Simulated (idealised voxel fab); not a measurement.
process module | voxel wiring stack
cross-section cut | 270 nm wide | cells 5 nm
A cross-section is a grid of square cells, given in bands from the top down. A band is one or more rows of cells.
Each band's line starts with the height of the band's top and of its bottom, in nm. Then come its materials from left to right, each with its width in nm. One material with "throughout" fills the band from edge to edge. "air" is empty space.
Height 0 is the level under which the wafer as received is all one material. The lowest band goes on downwards, as in "0 down".
A width such as "30 to 40" changes by the same amount from each row of cells to the next, from the band's top row to its bottom row.
"no change" after a step means that no cell of the cross-section changed.
closed voids: empty space of 8 cells or more with no open way to the top, each as width x height at its distance from the left edge, in nm
after a step's settings: what the simulator itself notes on the step
overlay nm, on a step with a mask: how far to the right of its planned place the mask lay; to the left if negative
plan
1 op RECEIVE | material Si
2 op CONFORMAL_DEP | material SiO2 | thk nm 15
3 op CONFORMAL_DEP | material SiN | thk nm 5
4 op DIRECTIONAL_DEP | material SiO2 | thk nm 20
5 op DIRECTIONAL_DEP | material aC | thk nm 10
6 op PATTERN | tone open | mask id METAL_1 | material resist | width nm 30 | pitch nm 55 | thk nm 30 | overlay nm 0
7 op DIRECTIONAL_ETCH | etch materials aC | depth nm 10
8 op STRIP | etch materials resist
9 op DIRECTIONAL_ETCH | etch materials SiO2 | depth nm 20
10 op DIRECTIONAL_ETCH | etch materials SiN | depth nm 5
11 op STRIP | etch materials aC
12 op CONFORMAL_DEP | material TiN | thk nm 5
13 op FILL_DEP | material Cu | thk nm 10
14 op CMP | height nm 40
15 op CONFORMAL_DEP | material SiCN | thk nm 5
16 op DIRECTIONAL_DEP | material lowk | thk nm 25
17 op PATTERN | tone open | mask id METAL_2 | material resist | width nm 30 | pitch nm 55 | thk nm 15 | overlay nm 0
18 op DIRECTIONAL_ETCH | etch materials lowk | depth nm 15
19 op STRIP | etch materials resist
20 op PATTERN | tone open | mask id METAL_2_HOLES | material resist | width nm 15 | pitch nm 110 | thk nm 15 | overlay nm 0
21 op DIRECTIONAL_ETCH | etch materials lowk | depth nm 10
22 op DIRECTIONAL_ETCH | etch materials SiCN | depth nm 5
23 op STRIP | etch materials resist
24 op CONFORMAL_DEP | material TiN | thk nm 5
25 op FILL_DEP | material Ru | thk nm 10
26 op CMP | height nm 70
27 op CONFORMAL_DEP | material SiN | thk nm 5
first wafer, as planned
as received, after step 1
  0 down: Si throughout
  closed voids: none
after step 2
  15 to 0: SiO2 throughout
  below 0: unchanged
after step 3
  20 to 15: SiN throughout
  below 15: unchanged
after step 4
  40 to 20: SiO2 throughout
  below 20: unchanged
after step 5
  50 to 40: aC throughout
  below 40: unchanged
after step 6
  80 to 50: resist 65 | air 30 | resist 25 | air 30 | resist 25 | air 30 | resist 65
  below 50: unchanged
after step 7
  70 to 50: resist 65 | air 30 | resist 25 | air 30 | resist 25 | air 30 | resist 65
  50 to 40: aC 65 | air 30 | aC 25 | air 30 | aC 25 | air 30 | aC 65
  below 40: unchanged
after step 8
  50 to 40: aC 65 | air 30 | aC 25 | air 30 | aC 25 | air 30 | aC 65
  below 40: unchanged
after step 9
  50 to 40: aC 65 | air 30 | aC 25 | air 30 | aC 25 | air 30 | aC 65
  40 to 20: SiO2 65 | air 30 | SiO2 25 | air 30 | SiO2 25 | air 30 | SiO2 65
  below 20: unchanged
after step 10
  50 to 40: aC 65 | air 30 | aC 25 | air 30 | aC 25 | air 30 | aC 65
  40 to 20: SiO2 65 | air 30 | SiO2 25 | air 30 | SiO2 25 | air 30 | SiO2 65
  20 to 15: SiN 65 | air 30 | SiN 25 | air 30 | SiN 25 | air 30 | SiN 65
  below 15: unchanged
after step 11
  40 to 20: SiO2 65 | air 30 | SiO2 25 | air 30 | SiO2 25 | air 30 | SiO2 65
  below 20: unchanged
after step 12
  45 to 40: TiN 70 | air 20 | TiN 35 | air 20 | TiN 35 | air 20 | TiN 70
  40 to 20: SiO2 65 | TiN 5 | air 20 | TiN 5 | SiO2 25 | TiN 5 | air 20 | TiN 5 | SiO2 25 | TiN 5 | air 20 | TiN 5 | SiO2 65
  20 to 15: SiN 65 | TiN 30 | SiN 25 | TiN 30 | SiN 25 | TiN 30 | SiN 65
  below 15: unchanged
after step 13
  55 to 45: Cu throughout
  45 to 40: TiN 70 | Cu 20 | TiN 35 | Cu 20 | TiN 35 | Cu 20 | TiN 70
  40 to 20: SiO2 65 | TiN 5 | Cu 20 | TiN 5 | SiO2 25 | TiN 5 | Cu 20 | TiN 5 | SiO2 25 | TiN 5 | Cu 20 | TiN 5 | SiO2 65
  below 20: unchanged
after step 14
  40 to 20: SiO2 65 | TiN 5 | Cu 20 | TiN 5 | SiO2 25 | TiN 5 | Cu 20 | TiN 5 | SiO2 25 | TiN 5 | Cu 20 | TiN 5 | SiO2 65
  below 20: unchanged
after step 15
  45 to 40: SiCN throughout
  below 40: unchanged
after step 16
  70 to 45: lowk throughout
  below 45: unchanged
after step 17
  85 to 70: resist 65 | air 30 | resist 25 | air 30 | resist 25 | air 30 | resist 65
  below 70: unchanged
after step 18
  85 to 70: resist 65 | air 30 | resist 25 | air 30 | resist 25 | air 30 | resist 65
  70 to 55: lowk 65 | air 30 | lowk 25 | air 30 | lowk 25 | air 30 | lowk 65
  below 55: unchanged
after step 19
  70 to 55: lowk 65 | air 30 | lowk 25 | air 30 | lowk 25 | air 30 | lowk 65
  below 55: unchanged
after step 20
  85 to 70: resist 65 | air 15 | resist 95 | air 15 | resist 80
  70 to 55: lowk 65 | air 15 | resist 15 | lowk 25 | resist 30 | lowk 25 | air 15 | resist 15 | lowk 65
  below 55: unchanged
after step 21
  85 to 70: resist 65 | air 15 | resist 95 | air 15 | resist 80
  70 to 55: lowk 65 | air 15 | resist 15 | lowk 25 | resist 30 | lowk 25 | air 15 | resist 15 | lowk 65
  55 to 45: lowk 65 | air 15 | lowk 95 | air 15 | lowk 80
  below 45: unchanged
after step 22
  85 to 70: resist 65 | air 15 | resist 95 | air 15 | resist 80
  70 to 55: lowk 65 | air 15 | resist 15 | lowk 25 | resist 30 | lowk 25 | air 15 | resist 15 | lowk 65
  55 to 45: lowk 65 | air 15 | lowk 95 | air 15 | lowk 80
  45 to 40: SiCN 65 | air 15 | SiCN 95 | air 15 | SiCN 80
  below 40: unchanged
after step 23
  70 to 55: lowk 65 | air 30 | lowk 25 | air 30 | lowk 25 | air 30 | lowk 65
  below 55: unchanged
after step 24
  75 to 70: TiN 70 | air 20 | TiN 35 | air 20 | TiN 35 | air 20 | TiN 70
  70 to 60: lowk 65 | TiN 5 | air 20 | TiN 5 | lowk 25 | TiN 5 | air 20 | TiN 5 | lowk 25 | TiN 5 | air 20 | TiN 5 | lowk 65
  60 to 55: lowk 65 | TiN 5 | air 5 | TiN 20 | lowk 25 | TiN 30 | lowk 25 | TiN 5 | air 5 | TiN 20 | lowk 65
  55 to 45: lowk 65 | TiN 5 | air 5 | TiN 5 | lowk 95 | TiN 5 | air 5 | TiN 5 | lowk 80
  45 to 40: SiCN 65 | TiN 15 | SiCN 95 | TiN 15 | SiCN 80
  below 40: unchanged
after step 25
  85 to 75: Ru throughout
  75 to 70: TiN 70 | Ru 20 | TiN 35 | Ru 20 | TiN 35 | Ru 20 | TiN 70
  70 to 60: lowk 65 | TiN 5 | Ru 20 | TiN 5 | lowk 25 | TiN 5 | Ru 20 | TiN 5 | lowk 25 | TiN 5 | Ru 20 | TiN 5 | lowk 65
  60 to 55: lowk 65 | TiN 5 | Ru 5 | TiN 20 | lowk 25 | TiN 30 | lowk 25 | TiN 5 | Ru 5 | TiN 20 | lowk 65
  55 to 45: lowk 65 | TiN 5 | Ru 5 | TiN 5 | lowk 95 | TiN 5 | Ru 5 | TiN 5 | lowk 80
  below 45: unchanged
after step 26
  70 to 60: lowk 65 | TiN 5 | Ru 20 | TiN 5 | lowk 25 | TiN 5 | Ru 20 | TiN 5 | lowk 25 | TiN 5 | Ru 20 | TiN 5 | lowk 65
  below 60: unchanged
after step 27
  75 to 70: SiN throughout
  below 70: unchanged
second wafer: like start, like plan, one mistake. Through step 1 it matches the first wafer
when step 2 should have ended
  30 to 0: SiO2 throughout
  below 0: unchanged
when step 3 should have ended
  35 to 30: SiN throughout
  below 30: unchanged
when step 4 should have ended
  55 to 35: SiO2 throughout
  below 35: unchanged
when step 5 should have ended
  65 to 55: aC throughout
  below 55: unchanged
when step 6 should have ended
  95 to 65: resist 65 | air 30 | resist 25 | air 30 | resist 25 | air 30 | resist 65
  below 65: unchanged
when step 7 should have ended
  85 to 65: resist 65 | air 30 | resist 25 | air 30 | resist 25 | air 30 | resist 65
  65 to 55: aC 65 | air 30 | aC 25 | air 30 | aC 25 | air 30 | aC 65
  below 55: unchanged
when step 8 should have ended
  65 to 55: aC 65 | air 30 | aC 25 | air 30 | aC 25 | air 30 | aC 65
  below 55: unchanged
when step 9 should have ended
  65 to 55: aC 65 | air 30 | aC 25 | air 30 | aC 25 | air 30 | aC 65
  55 to 35: SiO2 65 | air 30 | SiO2 25 | air 30 | SiO2 25 | air 30 | SiO2 65
  below 35: unchanged
when step 10 should have ended
  65 to 55: aC 65 | air 30 | aC 25 | air 30 | aC 25 | air 30 | aC 65
  55 to 35: SiO2 65 | air 30 | SiO2 25 | air 30 | SiO2 25 | air 30 | SiO2 65
  35 to 30: SiN 65 | air 30 | SiN 25 | air 30 | SiN 25 | air 30 | SiN 65
  below 30: unchanged
when step 11 should have ended
  55 to 35: SiO2 65 | air 30 | SiO2 25 | air 30 | SiO2 25 | air 30 | SiO2 65
  below 35: unchanged
when step 12 should have ended
  60 to 55: TiN 70 | air 20 | TiN 35 | air 20 | TiN 35 | air 20 | TiN 70
  55 to 35: SiO2 65 | TiN 5 | air 20 | TiN 5 | SiO2 25 | TiN 5 | air 20 | TiN 5 | SiO2 25 | TiN 5 | air 20 | TiN 5 | SiO2 65
  35 to 30: SiN 65 | TiN 30 | SiN 25 | TiN 30 | SiN 25 | TiN 30 | SiN 65
  below 30: unchanged
when step 13 should have ended
  70 to 60: Cu throughout
  60 to 55: TiN 70 | Cu 20 | TiN 35 | Cu 20 | TiN 35 | Cu 20 | TiN 70
  55 to 35: SiO2 65 | TiN 5 | Cu 20 | TiN 5 | SiO2 25 | TiN 5 | Cu 20 | TiN 5 | SiO2 25 | TiN 5 | Cu 20 | TiN 5 | SiO2 65
  below 35: unchanged
when step 14 should have ended
  40 to 35: SiO2 65 | TiN 5 | Cu 20 | TiN 5 | SiO2 25 | TiN 5 | Cu 20 | TiN 5 | SiO2 25 | TiN 5 | Cu 20 | TiN 5 | SiO2 65
  below 35: unchanged
when step 15 should have ended
  45 to 40: SiCN throughout
  below 40: unchanged
when step 16 should have ended
  70 to 45: lowk throughout
  below 45: unchanged
when step 17 should have ended
  85 to 70: resist 65 | air 30 | resist 25 | air 30 | resist 25 | air 30 | resist 65
  below 70: unchanged
when step 18 should have ended
  85 to 70: resist 65 | air 30 | resist 25 | air 30 | resist 25 | air 30 | resist 65
  70 to 55: lowk 65 | air 30 | lowk 25 | air 30 | lowk 25 | air 30 | lowk 65
  below 55: unchanged
when step 19 should have ended
  70 to 55: lowk 65 | air 30 | lowk 25 | air 30 | lowk 25 | air 30 | lowk 65
  below 55: unchanged
when step 20 should have ended
  85 to 70: resist 65 | air 15 | resist 95 | air 15 | resist 80
  70 to 55: lowk 65 | air 15 | resist 15 | lowk 25 | resist 30 | lowk 25 | air 15 | resist 15 | lowk 65
  below 55: unchanged
when step 21 should have ended
  85 to 70: resist 65 | air 15 | resist 95 | air 15 | resist 80
  70 to 55: lowk 65 | air 15 | resist 15 | lowk 25 | resist 30 | lowk 25 | air 15 | resist 15 | lowk 65
  55 to 45: lowk 65 | air 15 | lowk 95 | air 15 | lowk 80
  below 45: unchanged
when step 22 should have ended
  85 to 70: resist 65 | air 15 | resist 95 | air 15 | resist 80
  70 to 55: lowk 65 | air 15 | resist 15 | lowk 25 | resist 30 | lowk 25 | air 15 | resist 15 | lowk 65
  55 to 45: lowk 65 | air 15 | lowk 95 | air 15 | lowk 80
  45 to 40: SiCN 65 | air 15 | SiCN 95 | air 15 | SiCN 80
  below 40: unchanged
when step 23 should have ended
  70 to 55: lowk 65 | air 30 | lowk 25 | air 30 | lowk 25 | air 30 | lowk 65
  below 55: unchanged
when step 24 should have ended
  75 to 70: TiN 70 | air 20 | TiN 35 | air 20 | TiN 35 | air 20 | TiN 70
  70 to 60: lowk 65 | TiN 5 | air 20 | TiN 5 | lowk 25 | TiN 5 | air 20 | TiN 5 | lowk 25 | TiN 5 | air 20 | TiN 5 | lowk 65
  60 to 55: lowk 65 | TiN 5 | air 5 | TiN 20 | lowk 25 | TiN 30 | lowk 25 | TiN 5 | air 5 | TiN 20 | lowk 65
  55 to 45: lowk 65 | TiN 5 | air 5 | TiN 5 | lowk 95 | TiN 5 | air 5 | TiN 5 | lowk 80
  45 to 40: SiCN 65 | TiN 15 | SiCN 95 | TiN 15 | SiCN 80
  below 40: unchanged
when step 25 should have ended
  85 to 75: Ru throughout
  75 to 70: TiN 70 | Ru 20 | TiN 35 | Ru 20 | TiN 35 | Ru 20 | TiN 70
  70 to 60: lowk 65 | TiN 5 | Ru 20 | TiN 5 | lowk 25 | TiN 5 | Ru 20 | TiN 5 | lowk 25 | TiN 5 | Ru 20 | TiN 5 | lowk 65
  60 to 55: lowk 65 | TiN 5 | Ru 5 | TiN 20 | lowk 25 | TiN 30 | lowk 25 | TiN 5 | Ru 5 | TiN 20 | lowk 65
  55 to 45: lowk 65 | TiN 5 | Ru 5 | TiN 5 | lowk 95 | TiN 5 | Ru 5 | TiN 5 | lowk 80
  below 45: unchanged
when step 26 should have ended
  70 to 60: lowk 65 | TiN 5 | Ru 20 | TiN 5 | lowk 25 | TiN 5 | Ru 20 | TiN 5 | lowk 25 | TiN 5 | Ru 20 | TiN 5 | lowk 65
  below 60: unchanged
when step 27 should have ended
  75 to 70: SiN throughout
  below 70: unchanged
what went wrong: step 2 was run twice
at the end the second wafer has, in cells: 36 fewer of Cu | 54 more of SiO2 | 18 fewer of TiN
